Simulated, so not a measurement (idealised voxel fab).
process module | voxel capacitor over wiring
cross-section cut | 220 nm wide | cells 5 nm
A cross-section is a grid of square cells, given in bands from the top down. A band is one or more rows of cells.
Each band's line starts with the height of the band's top and of its bottom, in nm. Then come its materials from left to right, each with its width in nm. One material with "throughout" fills the band from edge to edge. "air" is empty space.
Height 0 is the level under which the wafer as received is all one material. The lowest band goes on downwards, as in "0 down".
A width such as "30 to 40" changes by the same amount from each row of cells to the next, from the band's top row to its bottom row.
"no change" after a step means that no cell of the cross-section changed.
closed voids: empty space of 8 cells or more with no open way to the top, each as width x height at its distance from the left edge, in nm
after a step's settings: what the simulator itself notes on the step
overlay nm, on a step with a mask: how far to the right of its planned place the mask lay; to the left if negative
plan
1 op RECEIVE | material Si
2 op CONFORMAL_DEP | material SiO2 | thk nm 15
3 op CONFORMAL_DEP | material SiN | thk nm 5
4 op DIRECTIONAL_DEP | material SiO2 | thk nm 25
5 op MASKED_ETCH | tone open | mask id METAL_1 | width nm 20 | pitch nm 80 | etch materials SiO2 | depth nm 25 | overlay nm 0
6 op MASKED_ETCH | tone open | mask id METAL_1 | width nm 20 | pitch nm 80 | etch materials SiN | depth nm 5 | overlay nm 0
7 op CONFORMAL_DEP | material TiN | thk nm 5
8 op FILL_DEP | material Ru | thk nm 10
9 op CMP | height nm 45
10 op EPI | material Ru | thk nm 5
11 op FILL_DEP | material SiCN | thk nm 5
12 op DIRECTIONAL_DEP | material lowk | thk nm 10
13 op MASKED_ETCH | tone open | mask id PLUG_1 | width nm 15 | etch materials lowk | depth nm 10 | overlay nm 0
14 op MASKED_ETCH | tone open | mask id PLUG_1 | width nm 15 | etch materials SiCN | depth nm 5 | overlay nm 0
15 op EPI | material Ru | thk nm 10
16 op EPI | material Ru | thk nm 5
17 op DIRECTIONAL_DEP | material TiN | thk nm 10
18 op DIRECTIONAL_DEP | material Al2O3 | thk nm 5
19 op DIRECTIONAL_DEP | material TiN | thk nm 10
20 op PATTERN | tone cover | mask id UPPER_PLATE | material resist | width nm 65 | thk nm 20 | overlay nm 0
21 op DIRECTIONAL_ETCH | etch materials TiN | depth nm 10
22 op DIRECTIONAL_ETCH | etch materials Al2O3 | depth nm 5
23 op STRIP | etch materials resist
24 op DIRECTIONAL_DEP | material aC | thk nm 15
25 op PATTERN | tone cover | mask id LOWER_PLATE | material resist | width nm 75 | thk nm 30 | overlay nm 0
26 op DIRECTIONAL_ETCH | etch materials aC | depth nm 15
27 op STRIP | etch materials resist
28 op DIRECTIONAL_ETCH | etch materials TiN | depth nm 10
29 op STRIP | etch materials aC
30 op FILL_DEP | material SiO2 | thk nm 15
31 op CMP | height nm 100
32 op DIRECTIONAL_DEP | material aC | thk nm 15
33 op PATTERN | tone open | mask id PLUG_2 | material resist | width nm 15 | thk nm 35 | overlay nm 0
34 op DIRECTIONAL_ETCH | etch materials aC | depth nm 15
35 op STRIP | etch materials resist
36 op DIRECTIONAL_ETCH | etch materials SiO2 | depth nm 10
37 op STRIP | etch materials aC
38 op CONFORMAL_DEP | material TiN | thk nm 5
39 op FILL_DEP | material Ru | thk nm 5
40 op CMP | height nm 100
41 op CONFORMAL_DEP | material SiN | thk nm 5
first wafer, as planned
as received, after step 1
  0 down: Si throughout
  closed voids: none
after step 2
  15 to 0: SiO2 throughout
  below 0: unchanged
after step 3
  20 to 15: SiN throughout
  below 15: unchanged
after step 4
  45 to 20: SiO2 throughout
  below 20: unchanged
after step 5
  45 to 20: SiO2 60 | air 20 | SiO2 60 | air 20 | SiO2 60
  below 20: unchanged
after step 6
  45 to 20: SiO2 60 | air 20 | SiO2 60 | air 20 | SiO2 60
  20 to 15: SiN 60 | air 20 | SiN 60 | air 20 | SiN 60
  below 15: unchanged
after step 7
  50 to 45: TiN 65 | air 10 | TiN 70 | air 10 | TiN 65
  45 to 20: SiO2 60 | TiN 5 | air 10 | TiN 5 | SiO2 60 | TiN 5 | air 10 | TiN 5 | SiO2 60
  20 to 15: SiN 60 | TiN 20 | SiN 60 | TiN 20 | SiN 60
  below 15: unchanged
after step 8
  60 to 50: Ru throughout
  50 to 45: TiN 65 | Ru 10 | TiN 70 | Ru 10 | TiN 65
  45 to 20: SiO2 60 | TiN 5 | Ru 10 | TiN 5 | SiO2 60 | TiN 5 | Ru 10 | TiN 5 | SiO2 60
  below 20: unchanged
after step 9
  45 to 20: SiO2 60 | TiN 5 | Ru 10 | TiN 5 | SiO2 60 | TiN 5 | Ru 10 | TiN 5 | SiO2 60
  below 20: unchanged
after step 10
  50 to 45: air 55 | Ru 30 | air 50 | Ru 30 | air 55
  below 45: unchanged
after step 11
  55 to 50: SiCN throughout
  50 to 45: SiCN 55 | Ru 30 | SiCN 50 | Ru 30 | SiCN 55
  below 45: unchanged
after step 12
  65 to 55: lowk throughout
  below 55: unchanged
after step 13
  65 to 55: lowk 65 | air 15 | lowk 140
  below 55: unchanged
after step 14
  65 to 55: lowk 65 | air 15 | lowk 140
  55 to 50: SiCN 65 | air 15 | SiCN 140
  below 50: unchanged
after step 15
  65 to 60: lowk 65 | air 15 | lowk 140
  60 to 55: lowk 65 | Ru 15 | lowk 140
  55 to 50: SiCN 65 | Ru 15 | SiCN 140
  below 50: unchanged
after step 16
  65 to 55: lowk 65 | Ru 15 | lowk 140
  below 55: unchanged
after step 17
  75 to 65: TiN throughout
  below 65: unchanged
after step 18
  80 to 75: Al2O3 throughout
  below 75: unchanged
after step 19
  90 to 80: TiN throughout
  below 80: unchanged
after step 20
  110 to 90: air 65 | resist 65 | air 90
  below 90: unchanged
after step 21
  110 to 90: air 65 | resist 65 | air 90
  90 to 80: air 65 | TiN 65 | air 90
  below 80: unchanged
after step 22
  110 to 90: air 65 | resist 65 | air 90
  90 to 80: air 65 | TiN 65 | air 90
  80 to 75: air 65 | Al2O3 65 | air 90
  below 75: unchanged
after step 23
  90 to 80: air 65 | TiN 65 | air 90
  below 80: unchanged
after step 24
  105 to 90: air 65 | aC 65 | air 90
  90 to 80: aC 65 | TiN 65 | aC 90
  80 to 75: aC 65 | Al2O3 65 | aC 90
  below 75: unchanged
after step 25
  135 to 105: air 60 | resist 75 | air 85
  105 to 90: air 60 | resist 5 | aC 65 | resist 5 | air 85
  below 90: unchanged
after step 26
  120 to 105: air 60 | resist 75 | air 85
  105 to 90: air 60 | resist 5 | aC 65 | resist 5 | air 85
  90 to 80: air 60 | aC 5 | TiN 65 | aC 5 | air 85
  80 to 75: air 60 | aC 5 | Al2O3 65 | aC 5 | air 85
  below 75: unchanged
after step 27
  105 to 90: air 65 | aC 65 | air 90
  below 90: unchanged
after step 28
  105 to 90: air 65 | aC 65 | air 90
  90 to 80: air 60 | aC 5 | TiN 65 | aC 5 | air 85
  80 to 75: air 60 | aC 5 | Al2O3 65 | aC 5 | air 85
  75 to 65: air 60 | TiN 75 | air 85
  below 65: unchanged
after step 29
  90 to 80: air 65 | TiN 65 | air 90
  80 to 75: air 65 | Al2O3 65 | air 90
  below 75: unchanged
after step 30
  105 to 90: SiO2 throughout
  90 to 80: SiO2 65 | TiN 65 | SiO2 90
  80 to 75: SiO2 65 | Al2O3 65 | SiO2 90
  75 to 65: SiO2 60 | TiN 75 | SiO2 85
  below 65: unchanged
after step 31
  100 to 90: SiO2 throughout
  below 90: unchanged
after step 32
  115 to 100: aC throughout
  below 100: unchanged
after step 33
  150 to 115: resist 75 | air 15 | resist 130
  below 115: unchanged
after step 34
  135 to 115: resist 75 | air 15 | resist 130
  115 to 100: aC 75 | air 15 | aC 130
  below 100: unchanged
after step 35
  115 to 100: aC 75 | air 15 | aC 130
  below 100: unchanged
after step 36
  115 to 100: aC 75 | air 15 | aC 130
  100 to 90: SiO2 75 | air 15 | SiO2 130
  below 90: unchanged
after step 37
  100 to 90: SiO2 75 | air 15 | SiO2 130
  below 90: unchanged
after step 38
  105 to 100: TiN 80 | air 5 | TiN 135
  100 to 95: SiO2 75 | TiN 5 | air 5 | TiN 5 | SiO2 130
  95 to 90: SiO2 75 | TiN 15 | SiO2 130
  below 90: unchanged
after step 39
  110 to 105: Ru throughout
  105 to 100: TiN 80 | Ru 5 | TiN 135
  100 to 95: SiO2 75 | TiN 5 | Ru 5 | TiN 5 | SiO2 130
  below 95: unchanged
after step 40
  100 to 95: SiO2 75 | TiN 5 | Ru 5 | TiN 5 | SiO2 130
  below 95: unchanged
after step 41
  105 to 100: SiN throughout
  below 100: unchanged
second wafer: like start, like plan, one mistake. Through step 19 it matches the first wafer
when step 20 should have ended
  110 to 90: air 70 | resist 60 | air 90
  below 90: unchanged
when step 21 should have ended
  110 to 90: air 70 | resist 60 | air 90
  90 to 80: air 70 | TiN 60 | air 90
  below 80: unchanged
when step 22 should have ended
  110 to 90: air 70 | resist 60 | air 90
  90 to 80: air 70 | TiN 60 | air 90
  80 to 75: air 70 | Al2O3 60 | air 90
  below 75: unchanged
when step 23 should have ended
  90 to 80: air 70 | TiN 60 | air 90
  below 80: unchanged
when step 24 should have ended
  105 to 90: air 70 | aC 60 | air 90
  90 to 80: aC 70 | TiN 60 | aC 90
  80 to 75: aC 70 | Al2O3 60 | aC 90
  below 75: unchanged
when step 25 should have ended
  135 to 105: air 60 | resist 75 | air 85
  105 to 90: air 60 | resist 10 | aC 60 | resist 5 | air 85
  below 90: unchanged
when step 26 should have ended
  120 to 105: air 60 | resist 75 | air 85
  105 to 90: air 60 | resist 10 | aC 60 | resist 5 | air 85
  90 to 80: air 60 | aC 10 | TiN 60 | aC 5 | air 85
  80 to 75: air 60 | aC 10 | Al2O3 60 | aC 5 | air 85
  below 75: unchanged
when step 27 should have ended
  105 to 90: air 70 | aC 60 | air 90
  below 90: unchanged
when step 28 should have ended
  105 to 90: air 70 | aC 60 | air 90
  90 to 80: air 60 | aC 10 | TiN 60 | aC 5 | air 85
  80 to 75: air 60 | aC 10 | Al2O3 60 | aC 5 | air 85
  75 to 65: air 60 | TiN 75 | air 85
  below 65: unchanged
when step 29 should have ended
  90 to 80: air 70 | TiN 60 | air 90
  80 to 75: air 70 | Al2O3 60 | air 90
  below 75: unchanged
when step 30 should have ended
  105 to 90: SiO2 throughout
  90 to 80: SiO2 70 | TiN 60 | SiO2 90
  80 to 75: SiO2 70 | Al2O3 60 | SiO2 90
  75 to 65: SiO2 60 | TiN 75 | SiO2 85
  below 65: unchanged
when step 31 should have ended
  100 to 90: SiO2 throughout
  below 90: unchanged
when step 32 should have ended
  115 to 100: aC throughout
  below 100: unchanged
when step 33 should have ended
  150 to 115: resist 75 | air 15 | resist 130
  below 115: unchanged
when step 34 should have ended
  135 to 115: resist 75 | air 15 | resist 130
  115 to 100: aC 75 | air 15 | aC 130
  below 100: unchanged
when step 35 should have ended
  115 to 100: aC 75 | air 15 | aC 130
  below 100: unchanged
when step 36 should have ended
  115 to 100: aC 75 | air 15 | aC 130
  100 to 90: SiO2 75 | air 15 | SiO2 130
  below 90: unchanged
when step 37 should have ended
  100 to 90: SiO2 75 | air 15 | SiO2 130
  below 90: unchanged
when step 38 should have ended
  105 to 100: TiN 80 | air 5 | TiN 135
  100 to 95: SiO2 75 | TiN 5 | air 5 | TiN 5 | SiO2 130
  95 to 90: SiO2 75 | TiN 15 | SiO2 130
  below 90: unchanged
when step 39 should have ended
  110 to 105: Ru throughout
  105 to 100: TiN 80 | Ru 5 | TiN 135
  100 to 95: SiO2 75 | TiN 5 | Ru 5 | TiN 5 | SiO2 130
  below 95: unchanged
when step 40 should have ended
  100 to 95: SiO2 75 | TiN 5 | Ru 5 | TiN 5 | SiO2 130
  below 95: unchanged
when step 41 should have ended
  105 to 100: SiN throughout
  below 100: unchanged
what went wrong: step 20 ran as: op PATTERN | tone cover | mask id UPPER_PLATE | material resist | width nm 60 | thk nm 20 | overlay nm 0
at the end the second wafer has, in cells: 1 fewer of Al2O3 | 3 more of SiO2 | 2 fewer of TiN
